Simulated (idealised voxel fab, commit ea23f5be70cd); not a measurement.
The following process module bears the name voxel wiring stack.
It is cross-section cut that appears here, measuring 210 nm in width, its square cells being 5 nm in size.
A cross-section is written here as square cells arranged in a grid, and it is given in bands from the top down, each band taking up one or more rows of cells.
In this notation a band is specified by the heights of its top and bottom, in that order and in nm, after which its materials appear from left to right, each paired with its width in nm. The word "everywhere" attached to a single material means that material fills the band from edge to edge; the word "empty" stands for empty space.
Height reference: 0 = level under which incoming wafer is all one material. Lowest band: no bottom, runs on downward, e.g. "from 0 down".
A two-number width, for instance "30..40", indicates that the width is equal to the first number in the top row of the band and to the second number in the bottom row, and that it changes by a constant amount per row of cells.
Given "no modification" for a step, no cell of the cross-section differs between before and after that step.
What "Sealed cavities" gives you is every empty space of 8 cells or more that is cut off from the top. Each appears as width x height at distance, with the distance taken from the left edge and width, height and distance all in nm.
Whatever follows a step's settings on its line is a remark the simulator itself makes about that step.
overlay nm: mask right of planned place by this much (step with mask). Neg. = left.
Listed below are the process steps as planned
1. RECEIVE,material Si
2. CONFORMAL_DEP,material SiO2,thk nm 15
3. CONFORMAL_DEP,material SiCN,thk nm 5
4. DIRECTIONAL_DEP,material SiO2,thk nm 25
5. PATTERN,tone open,mask id METAL_1,material resist,width nm 20,pitch nm 35,thk nm 20,overlay nm 0
6. DIRECTIONAL_ETCH,etch materials SiO2,depth nm 25
7. DIRECTIONAL_ETCH,etch materials SiCN,depth nm 5
8. STRIP,etch materials resist
9. CONFORMAL_DEP,material TiN,thk nm 5
10. FILL_DEP,material Cu,thk nm 5
11. CMP,height nm 45
12. CONFORMAL_DEP,material SiCN,thk nm 5
13. DIRECTIONAL_DEP,material SiO2,thk nm 30
14. DIRECTIONAL_DEP,material aC,thk nm 10
15. PATTERN,tone open,mask id METAL_2_HOLES,material resist,width nm 15,pitch nm 35,thk nm 25,overlay nm 0
16. DIRECTIONAL_ETCH,etch materials aC,depth nm 10
17. STRIP,etch materials resist
18. DIRECTIONAL_ETCH,etch materials SiO2,depth nm 30
19. STRIP,etch materials aC
20. DIRECTIONAL_DEP,material aC,thk nm 15
21. PATTERN,tone open,mask id METAL_2,material resist,width nm 20,pitch nm 35,thk nm 30,overlay nm 0
22. DIRECTIONAL_ETCH,etch materials aC,depth nm 15
23. STRIP,etch materials resist
24. DIRECTIONAL_ETCH,etch materials SiO2,depth nm 20
25. DIRECTIONAL_ETCH,etch materials SiCN,depth nm 5
26. STRIP,etch materials aC
27. CONFORMAL_DEP,material TiN,thk nm 5
28. FILL_DEP,material Cu,thk nm 10
29. CMP,height nm 80
30. CONFORMAL_DEP,material SiCN,thk nm 5
31. DIRECTIONAL_DEP,material SiO2,thk nm 30
32. MASKED_ETCH,tone open,mask id METAL_3_HOLES,width nm 15,pitch nm 70,etch materials SiO2,depth nm 30,overlay nm 0
33. DIRECTIONAL_DEP,material aC,thk nm 15
34. PATTERN,tone open,mask id METAL_3,material resist,width nm 20,pitch nm 35,thk nm 35,overlay nm 0
35. DIRECTIONAL_ETCH,etch materials aC,depth nm 15
36. STRIP,etch materials resist
37. DIRECTIONAL_ETCH,etch materials SiO2,depth nm 20
38. DIRECTIONAL_ETCH,etch materials SiCN,depth nm 5
39. STRIP,etch materials aC
40. CONFORMAL_DEP,material TiN,thk nm 5
41. FILL_DEP,material Cu,thk nm 5
42. CMP,height nm 115
43. CONFORMAL_DEP,material SiCN,thk nm 5
So, the first of our two wafers, run just as we planned it
So this is the incoming wafer in cross-section - it's already been through step 1
from 0 down: Si everywhere
Sealed cavities: none
Sectional view: wafer, after step 2
from 15 to 0: SiO2 everywhere
Under the height 0 nothing was changed.
Sectional view: wafer, after step 3
from 20 to 15: SiCN everywhere
Under the height 15 nothing was changed.
Sectional view: wafer, after step 4
from 45 to 20: SiO2 everywhere
Under the height 20 nothing was changed.
Sectional view: wafer, after step 5
from 65 to 45: resist 40; empty 20; resist 15; empty 20; resist 15; empty 20; resist 15; empty 20; resist 45
Under the height 45 nothing was changed.
Sectional view: wafer, after step 6
from 65 to 45: resist 40; empty 20; resist 15; empty 20; resist 15; empty 20; resist 15; empty 20; resist 45
from 45 to 20: SiO2 40; empty 20; SiO2 15; empty 20; SiO2 15; empty 20; SiO2 15; empty 20; SiO2 45
Under the height 20 nothing was changed.
Sectional view: wafer, after step 7
from 65 to 45: resist 40; empty 20; resist 15; empty 20; resist 15; empty 20; resist 15; empty 20; resist 45
from 45 to 20: SiO2 40; empty 20; SiO2 15; empty 20; SiO2 15; empty 20; SiO2 15; empty 20; SiO2 45
from 20 to 15: SiCN 40; empty 20; SiCN 15; empty 20; SiCN 15; empty 20; SiCN 15; empty 20; SiCN 45
Under the height 15 nothing was changed.
Sectional view: wafer, after step 8
from 45 to 20: SiO2 40; empty 20; SiO2 15; empty 20; SiO2 15; empty 20; SiO2 15; empty 20; SiO2 45
Under the height 20 nothing was changed.
Sectional view: wafer, after step 9
from 50 to 45: TiN 45; empty 10; TiN 25; empty 10; TiN 25; empty 10; TiN 25; empty 10; TiN 50
from 45 to 20: SiO2 40; TiN 5; empty 10; TiN 5; SiO2 15; TiN 5; empty 10; TiN 5; SiO2 15; TiN 5; empty 10; TiN 5; SiO2 15; TiN 5; empty 10; TiN 5; SiO2 45
from 20 to 15: SiCN 40; TiN 20; SiCN 15; TiN 20; SiCN 15; TiN 20; SiCN 15; TiN 20; SiCN 45
Under the height 15 nothing was changed.
Sectional view: wafer, after step 10
from 55 to 50: Cu everywhere
from 50 to 45: TiN 45; Cu 10; TiN 25; Cu 10; TiN 25; Cu 10; TiN 25; Cu 10; TiN 50
from 45 to 20: SiO2 40; TiN 5; Cu 10; TiN 5; SiO2 15; TiN 5; Cu 10; TiN 5; SiO2 15; TiN 5; Cu 10; TiN 5; SiO2 15; TiN 5; Cu 10; TiN 5; SiO2 45
Under the height 20 nothing was changed.
Sectional view: wafer, after step 11
from 45 to 20: SiO2 40; TiN 5; Cu 10; TiN 5; SiO2 15; TiN 5; Cu 10; TiN 5; SiO2 15; TiN 5; Cu 10; TiN 5; SiO2 15; TiN 5; Cu 10; TiN 5; SiO2 45
Under the height 20 nothing was changed.
Sectional view: wafer, after step 12
from 50 to 45: SiCN everywhere
Under the height 45 nothing was changed.
Sectional view: wafer, after step 13
from 80 to 50: SiO2 everywhere
Under the height 50 nothing was changed.
Sectional view: wafer, after step 14
from 90 to 80: aC everywhere
Under the height 80 nothing was changed.
Sectional view: wafer, after step 15
from 115 to 90: resist 40; empty 15; resist 20; empty 15; resist 20; empty 15; resist 20; empty 15; resist 50
Under the height 90 nothing was changed.
Sectional view: wafer, after step 16
from 105 to 90: resist 40; empty 15; resist 20; empty 15; resist 20; empty 15; resist 20; empty 15; resist 50
from 90 to 80: aC 40; empty 15; aC 20; empty 15; aC 20; empty 15; aC 20; empty 15; aC 50
Under the height 80 nothing was changed.
Sectional view: wafer, after step 17
from 90 to 80: aC 40; empty 15; aC 20; empty 15; aC 20; empty 15; aC 20; empty 15; aC 50
Under the height 80 nothing was changed.
Sectional view: wafer, after step 18
from 90 to 80: aC 40; empty 15; aC 20; empty 15; aC 20; empty 15; aC 20; empty 15; aC 50
from 80 to 50: SiO2 40; empty 15; SiO2 20; empty 15; SiO2 20; empty 15; SiO2 20; empty 15; SiO2 50
Under the height 50 nothing was changed.
Sectional view: wafer, after step 19
from 80 to 50: SiO2 40; empty 15; SiO2 20; empty 15; SiO2 20; empty 15; SiO2 20; empty 15; SiO2 50
Under the height 50 nothing was changed.
Sectional view: wafer, after step 20
from 95 to 80: aC 40; empty 15; aC 20; empty 15; aC 20; empty 15; aC 20; empty 15; aC 50
from 80 to 65: SiO2 40; empty 15; SiO2 20; empty 15; SiO2 20; empty 15; SiO2 20; empty 15; SiO2 50
from 65 to 50: SiO2 40; aC 15; SiO2 20; aC 15; SiO2 20; aC 15; SiO2 20; aC 15; SiO2 50
Under the height 50 nothing was changed.
Sectional view: wafer, after step 21
from 125 to 95: resist 40; empty 20; resist 15; empty 20; resist 15; empty 20; resist 15; empty 20; resist 45
Under the height 95 nothing was changed.
Sectional view: wafer, after step 22
from 110 to 95: resist 40; empty 20; resist 15; empty 20; resist 15; empty 20; resist 15; empty 20; resist 45
from 95 to 80: aC 40; empty 20; aC 15; empty 20; aC 15; empty 20; aC 15; empty 20; aC 45
from 80 to 50: SiO2 40; empty 15; SiO2 20; empty 15; SiO2 20; empty 15; SiO2 20; empty 15; SiO2 50
Under the height 50 nothing was changed.
Sectional view: wafer, after step 23
from 95 to 80: aC 40; empty 20; aC 15; empty 20; aC 15; empty 20; aC 15; empty 20; aC 45
Under the height 80 nothing was changed.
Sectional view: wafer, after step 24
from 95 to 80: aC 40; empty 20; aC 15; empty 20; aC 15; empty 20; aC 15; empty 20; aC 45
from 80 to 60: SiO2 40; empty 20; SiO2 15; empty 20; SiO2 15; empty 20; SiO2 15; empty 20; SiO2 45
Under the height 60 nothing was changed.
Sectional view: wafer, after step 25
from 95 to 80: aC 40; empty 20; aC 15; empty 20; aC 15; empty 20; aC 15; empty 20; aC 45
from 80 to 60: SiO2 40; empty 20; SiO2 15; empty 20; SiO2 15; empty 20; SiO2 15; empty 20; SiO2 45
from 60 to 50: SiO2 40; empty 15; SiO2 20; empty 15; SiO2 20; empty 15; SiO2 20; empty 15; SiO2 50
from 50 to 45: SiCN 40; empty 15; SiCN 20; empty 15; SiCN 20; empty 15; SiCN 20; empty 15; SiCN 50
Under the height 45 nothing was changed.
Sectional view: wafer, after step 26
from 80 to 60: SiO2 40; empty 20; SiO2 15; empty 20; SiO2 15; empty 20; SiO2 15; empty 20; SiO2 45
Under the height 60 nothing was changed.
Sectional view: wafer, after step 27
from 85 to 80: TiN 45; empty 10; TiN 25; empty 10; TiN 25; empty 10; TiN 25; empty 10; TiN 50
from 80 to 65: SiO2 40; TiN 5; empty 10; TiN 5; SiO2 15; TiN 5; empty 10; TiN 5; SiO2 15; TiN 5; empty 10; TiN 5; SiO2 15; TiN 5; empty 10; TiN 5; SiO2 45
from 65 to 60: SiO2 40; TiN 5; empty 5; TiN 10; SiO2 15; TiN 5; empty 5; TiN 10; SiO2 15; TiN 5; empty 5; TiN 10; SiO2 15; TiN 5; empty 5; TiN 10; SiO2 45
from 60 to 50: SiO2 40; TiN 5; empty 5; TiN 5; SiO2 20; TiN 5; empty 5; TiN 5; SiO2 20; TiN 5; empty 5; TiN 5; SiO2 20; TiN 5; empty 5; TiN 5; SiO2 50
from 50 to 45: SiCN 40; TiN 15; SiCN 20; TiN 15; SiCN 20; TiN 15; SiCN 20; TiN 15; SiCN 50
Under the height 45 nothing was changed.
Sectional view: wafer, after step 28
from 95 to 85: Cu everywhere
from 85 to 80: TiN 45; Cu 10; TiN 25; Cu 10; TiN 25; Cu 10; TiN 25; Cu 10; TiN 50
from 80 to 65: SiO2 40; TiN 5; Cu 10; TiN 5; SiO2 15; TiN 5; Cu 10; TiN 5; SiO2 15; TiN 5; Cu 10; TiN 5; SiO2 15; TiN 5; Cu 10; TiN 5; SiO2 45
from 65 to 60: SiO2 40; TiN 5; Cu 5; TiN 10; SiO2 15; TiN 5; Cu 5; TiN 10; SiO2 15; TiN 5; Cu 5; TiN 10; SiO2 15; TiN 5; Cu 5; TiN 10; SiO2 45
from 60 to 50: SiO2 40; TiN 5; Cu 5; TiN 5; SiO2 20; TiN 5; Cu 5; TiN 5; SiO2 20; TiN 5; Cu 5; TiN 5; SiO2 20; TiN 5; Cu 5; TiN 5; SiO2 50
Under the height 50 nothing was changed.
Sectional view: wafer, after step 29
from 80 to 65: SiO2 40; TiN 5; Cu 10; TiN 5; SiO2 15; TiN 5; Cu 10; TiN 5; SiO2 15; TiN 5; Cu 10; TiN 5; SiO2 15; TiN 5; Cu 10; TiN 5; SiO2 45
Under the height 65 nothing was changed.
Sectional view: wafer, after step 30
from 85 to 80: SiCN everywhere
Under the height 80 nothing was changed.
Sectional view: wafer, after step 31
from 115 to 85: SiO2 everywhere
Under the height 85 nothing was changed.
Sectional view: wafer, after step 32
from 115 to 85: SiO2 40; empty 15; SiO2 55; empty 15; SiO2 85
Under the height 85 nothing was changed.
Sectional view: wafer, after step 33
from 130 to 115: aC 40; empty 15; aC 55; empty 15; aC 85
from 115 to 100: SiO2 40; empty 15; SiO2 55; empty 15; SiO2 85
from 100 to 85: SiO2 40; aC 15; SiO2 55; aC 15; SiO2 85
Under the height 85 nothing was changed.
Sectional view: wafer, after step 34
from 165 to 130: resist 40; empty 20; resist 15; empty 20; resist 15; empty 20; resist 15; empty 20; resist 45
Under the height 130 nothing was changed.
Sectional view: wafer, after step 35
from 150 to 130: resist 40; empty 20; resist 15; empty 20; resist 15; empty 20; resist 15; empty 20; resist 45
from 130 to 115: aC 40; empty 20; aC 15; empty 20; aC 15; empty 20; aC 15; empty 20; aC 45
from 115 to 85: SiO2 40; empty 15; SiO2 55; empty 15; SiO2 85
Under the height 85 nothing was changed.
Sectional view: wafer, after step 36
from 130 to 115: aC 40; empty 20; aC 15; empty 20; aC 15; empty 20; aC 15; empty 20; aC 45
Under the height 115 nothing was changed.
Sectional view: wafer, after step 37
from 130 to 115: aC 40; empty 20; aC 15; empty 20; aC 15; empty 20; aC 15; empty 20; aC 45
from 115 to 95: SiO2 40; empty 20; SiO2 15; empty 20; SiO2 15; empty 20; SiO2 15; empty 20; SiO2 45
Under the height 95 nothing was changed.
Sectional view: wafer, after step 38
from 130 to 115: aC 40; empty 20; aC 15; empty 20; aC 15; empty 20; aC 15; empty 20; aC 45
from 115 to 95: SiO2 40; empty 20; SiO2 15; empty 20; SiO2 15; empty 20; SiO2 15; empty 20; SiO2 45
from 95 to 85: SiO2 40; empty 15; SiO2 55; empty 15; SiO2 85
from 85 to 80: SiCN 40; empty 15; SiCN 55; empty 15; SiCN 85
Under the height 80 nothing was changed.
Sectional view: wafer, after step 39
from 115 to 95: SiO2 40; empty 20; SiO2 15; empty 20; SiO2 15; empty 20; SiO2 15; empty 20; SiO2 45
Under the height 95 nothing was changed.
Sectional view: wafer, after step 40
from 120 to 115: TiN 45; empty 10; TiN 25; empty 10; TiN 25; empty 10; TiN 25; empty 10; TiN 50
from 115 to 100: SiO2 40; TiN 5; empty 10; TiN 5; SiO2 15; TiN 5; empty 10; TiN 5; SiO2 15; TiN 5; empty 10; TiN 5; SiO2 15; TiN 5; empty 10; TiN 5; SiO2 45
from 100 to 95: SiO2 40; TiN 5; empty 5; TiN 10; SiO2 15; TiN 20; SiO2 15; TiN 5; empty 5; TiN 10; SiO2 15; TiN 20; SiO2 45
from 95 to 85: SiO2 40; TiN 5; empty 5; TiN 5; SiO2 55; TiN 5; empty 5; TiN 5; SiO2 85
from 85 to 80: SiCN 40; TiN 15; SiCN 55; TiN 15; SiCN 85
Under the height 80 nothing was changed.
Sectional view: wafer, after step 41
from 125 to 120: Cu everywhere
from 120 to 115: TiN 45; Cu 10; TiN 25; Cu 10; TiN 25; Cu 10; TiN 25; Cu 10; TiN 50
from 115 to 100: SiO2 40; TiN 5; Cu 10; TiN 5; SiO2 15; TiN 5; Cu 10; TiN 5; SiO2 15; TiN 5; Cu 10; TiN 5; SiO2 15; TiN 5; Cu 10; TiN 5; SiO2 45
from 100 to 95: SiO2 40; TiN 5; Cu 5; TiN 10; SiO2 15; TiN 20; SiO2 15; TiN 5; Cu 5; TiN 10; SiO2 15; TiN 20; SiO2 45
from 95 to 85: SiO2 40; TiN 5; Cu 5; TiN 5; SiO2 55; TiN 5; Cu 5; TiN 5; SiO2 85
Under the height 85 nothing was changed.
Sectional view: wafer, after step 42
from 115 to 100: SiO2 40; TiN 5; Cu 10; TiN 5; SiO2 15; TiN 5; Cu 10; TiN 5; SiO2 15; TiN 5; Cu 10; TiN 5; SiO2 15; TiN 5; Cu 10; TiN 5; SiO2 45
Under the height 100 nothing was changed.
Sectional view: wafer, after step 43
from 120 to 115: SiCN everywhere
Under the height 115 nothing was changed.
Now the other wafer: same start, same recipe, but we messed up one thing when running it. Up to and including step 20 it's the same as the first one
Second wafer, cut view, end of step 21 per plan
from 125 to 95: empty 40; resist 20; empty 15; resist 20; empty 15; resist 20; empty 15; resist 20; empty 45
from 95 to 80: aC 40; resist 15; aC 20; resist 15; aC 20; resist 15; aC 20; resist 15; aC 50
from 80 to 65: SiO2 40; resist 15; SiO2 20; resist 15; SiO2 20; resist 15; SiO2 20; resist 15; SiO2 50
Under the height 65 nothing was changed.
Second wafer, cut view, end of step 22 per plan
from 110 to 95: empty 40; resist 20; empty 15; resist 20; empty 15; resist 20; empty 15; resist 20; empty 45
from 95 to 80: empty 40; resist 15; aC 5; empty 15; resist 15; aC 5; empty 15; resist 15; aC 5; empty 15; resist 15; aC 5; empty 45
Under the height 80 nothing was changed.
Second wafer, cut view, end of step 23 per plan
from 95 to 80: empty 55; aC 5; empty 30; aC 5; empty 30; aC 5; empty 30; aC 5; empty 45
from 80 to 65: SiO2 40; empty 15; SiO2 20; empty 15; SiO2 20; empty 15; SiO2 20; empty 15; SiO2 50
Under the height 65 nothing was changed.
Second wafer, cut view, end of step 24 per plan
from 95 to 80: empty 55; aC 5; empty 30; aC 5; empty 30; aC 5; empty 30; aC 5; empty 45
from 80 to 65: empty 55; SiO2 5; empty 30; SiO2 5; empty 30; SiO2 5; empty 30; SiO2 5; empty 45
from 65 to 60: empty 40; aC 15; SiO2 5; empty 15; aC 15; SiO2 5; empty 15; aC 15; SiO2 5; empty 15; aC 15; SiO2 5; empty 45
Under the height 60 nothing was changed.
Second wafer, cut view, end of step 25 per plan: no modification
Second wafer, cut view, end of step 26 per plan
from 80 to 60: empty 55; SiO2 5; empty 30; SiO2 5; empty 30; SiO2 5; empty 30; SiO2 5; empty 45
from 60 to 50: SiO2 40; empty 15; SiO2 20; empty 15; SiO2 20; empty 15; SiO2 20; empty 15; SiO2 50
Under the height 50 nothing was changed.
Second wafer, cut view, end of step 27 per plan
from 85 to 80: empty 50; TiN 15; empty 20; TiN 15; empty 20; TiN 15; empty 20; TiN 15; empty 40
from 80 to 65: empty 50; TiN 5; SiO2 5; TiN 5; empty 20; TiN 5; SiO2 5; TiN 5; empty 20; TiN 5; SiO2 5; TiN 5; empty 20; TiN 5; SiO2 5; TiN 5; empty 40
from 65 to 60: TiN 45; empty 5; TiN 5; SiO2 5; TiN 20; empty 5; TiN 5; SiO2 5; TiN 20; empty 5; TiN 5; SiO2 5; TiN 20; empty 5; TiN 5; SiO2 5; TiN 45
from 60 to 55: SiO2 40; TiN 5; empty 5; TiN 5; SiO2 20; TiN 5; empty 5; TiN 5; SiO2 20; TiN 5; empty 5; TiN 5; SiO2 20; TiN 5; empty 5; TiN 5; SiO2 50
from 55 to 50: SiO2 40; TiN 15; SiO2 20; TiN 15; SiO2 20; TiN 15; SiO2 20; TiN 15; SiO2 50
Under the height 50 nothing was changed.
Second wafer, cut view, end of step 28 per plan
from 95 to 85: Cu everywhere
from 85 to 80: Cu 50; TiN 15; Cu 20; TiN 15; Cu 20; TiN 15; Cu 20; TiN 15; Cu 40
from 80 to 65: Cu 50; TiN 5; SiO2 5; TiN 5; Cu 20; TiN 5; SiO2 5; TiN 5; Cu 20; TiN 5; SiO2 5; TiN 5; Cu 20; TiN 5; SiO2 5; TiN 5; Cu 40
from 65 to 60: TiN 45; Cu 5; TiN 5; SiO2 5; TiN 20; Cu 5; TiN 5; SiO2 5; TiN 20; Cu 5; TiN 5; SiO2 5; TiN 20; Cu 5; TiN 5; SiO2 5; TiN 45
from 60 to 55: SiO2 40; TiN 5; Cu 5; TiN 5; SiO2 20; TiN 5; Cu 5; TiN 5; SiO2 20; TiN 5; Cu 5; TiN 5; SiO2 20; TiN 5; Cu 5; TiN 5; SiO2 50
Under the height 55 nothing was changed.
Second wafer, cut view, end of step 29 per plan
from 80 to 65: Cu 50; TiN 5; SiO2 5; TiN 5; Cu 20; TiN 5; SiO2 5; TiN 5; Cu 20; TiN 5; SiO2 5; TiN 5; Cu 20; TiN 5; SiO2 5; TiN 5; Cu 40
Under the height 65 nothing was changed.
Second wafer, cut view, end of step 30 per plan
from 85 to 80: SiCN everywhere
Under the height 80 nothing was changed.
Second wafer, cut view, end of step 31 per plan
from 115 to 85: SiO2 everywhere
Under the height 85 nothing was changed.
Second wafer, cut view, end of step 32 per plan
from 115 to 85: SiO2 40; empty 15; SiO2 55; empty 15; SiO2 85
Under the height 85 nothing was changed.
Second wafer, cut view, end of step 33 per plan
from 130 to 115: aC 40; empty 15; aC 55; empty 15; aC 85
from 115 to 100: SiO2 40; empty 15; SiO2 55; empty 15; SiO2 85
from 100 to 85: SiO2 40; aC 15; SiO2 55; aC 15; SiO2 85
Under the height 85 nothing was changed.
Second wafer, cut view, end of step 34 per plan
from 165 to 130: resist 40; empty 20; resist 15; empty 20; resist 15; empty 20; resist 15; empty 20; resist 45
Under the height 130 nothing was changed.
Second wafer, cut view, end of step 35 per plan
from 150 to 130: resist 40; empty 20; resist 15; empty 20; resist 15; empty 20; resist 15; empty 20; resist 45
from 130 to 115: aC 40; empty 20; aC 15; empty 20; aC 15; empty 20; aC 15; empty 20; aC 45
from 115 to 85: SiO2 40; empty 15; SiO2 55; empty 15; SiO2 85
Under the height 85 nothing was changed.
Second wafer, cut view, end of step 36 per plan
from 130 to 115: aC 40; empty 20; aC 15; empty 20; aC 15; empty 20; aC 15; empty 20; aC 45
Under the height 115 nothing was changed.
Second wafer, cut view, end of step 37 per plan
from 130 to 115: aC 40; empty 20; aC 15; empty 20; aC 15; empty 20; aC 15; empty 20; aC 45
from 115 to 95: SiO2 40; empty 20; SiO2 15; empty 20; SiO2 15; empty 20; SiO2 15; empty 20; SiO2 45
Under the height 95 nothing was changed.
Second wafer, cut view, end of step 38 per plan
from 130 to 115: aC 40; empty 20; aC 15; empty 20; aC 15; empty 20; aC 15; empty 20; aC 45
from 115 to 95: SiO2 40; empty 20; SiO2 15; empty 20; SiO2 15; empty 20; SiO2 15; empty 20; SiO2 45
from 95 to 85: SiO2 40; empty 15; SiO2 55; empty 15; SiO2 85
from 85 to 80: SiCN 40; empty 15; SiCN 55; empty 15; SiCN 85
Under the height 80 nothing was changed.
Second wafer, cut view, end of step 39 per plan
from 115 to 95: SiO2 40; empty 20; SiO2 15; empty 20; SiO2 15; empty 20; SiO2 15; empty 20; SiO2 45
Under the height 95 nothing was changed.
Second wafer, cut view, end of step 40 per plan
from 120 to 115: TiN 45; empty 10; TiN 25; empty 10; TiN 25; empty 10; TiN 25; empty 10; TiN 50
from 115 to 100: SiO2 40; TiN 5; empty 10; TiN 5; SiO2 15; TiN 5; empty 10; TiN 5; SiO2 15; TiN 5; empty 10; TiN 5; SiO2 15; TiN 5; empty 10; TiN 5; SiO2 45
from 100 to 95: SiO2 40; TiN 5; empty 5; TiN 10; SiO2 15; TiN 20; SiO2 15; TiN 5; empty 5; TiN 10; SiO2 15; TiN 20; SiO2 45
from 95 to 85: SiO2 40; TiN 5; empty 5; TiN 5; SiO2 55; TiN 5; empty 5; TiN 5; SiO2 85
from 85 to 80: SiCN 40; TiN 15; SiCN 55; TiN 15; SiCN 85
Under the height 80 nothing was changed.
Second wafer, cut view, end of step 41 per plan
from 125 to 120: Cu everywhere
from 120 to 115: TiN 45; Cu 10; TiN 25; Cu 10; TiN 25; Cu 10; TiN 25; Cu 10; TiN 50
from 115 to 100: SiO2 40; TiN 5; Cu 10; TiN 5; SiO2 15; TiN 5; Cu 10; TiN 5; SiO2 15; TiN 5; Cu 10; TiN 5; SiO2 15; TiN 5; Cu 10; TiN 5; SiO2 45
from 100 to 95: SiO2 40; TiN 5; Cu 5; TiN 10; SiO2 15; TiN 20; SiO2 15; TiN 5; Cu 5; TiN 10; SiO2 15; TiN 20; SiO2 45
from 95 to 85: SiO2 40; TiN 5; Cu 5; TiN 5; SiO2 55; TiN 5; Cu 5; TiN 5; SiO2 85
Under the height 85 nothing was changed.
Second wafer, cut view, end of step 42 per plan
from 115 to 100: SiO2 40; TiN 5; Cu 10; TiN 5; SiO2 15; TiN 5; Cu 10; TiN 5; SiO2 15; TiN 5; Cu 10; TiN 5; SiO2 15; TiN 5; Cu 10; TiN 5; SiO2 45
Under the height 100 nothing was changed.
Second wafer, cut view, end of step 43 per plan
from 120 to 115: SiCN everywhere
Under the height 115 nothing was changed.
Misprocessing identified: step 21: run off-plan, actual operation and settings PATTERN,tone cover,mask id METAL_2,material resist,width nm 20,pitch nm 35,thk nm 30,overlay nm 0
FYI, end of process, the second wafer has more or fewer cells of some materials than the first: Cu: 62 more | SiCN: 12 more | SiO2: 88 fewer | TiN: 14 more
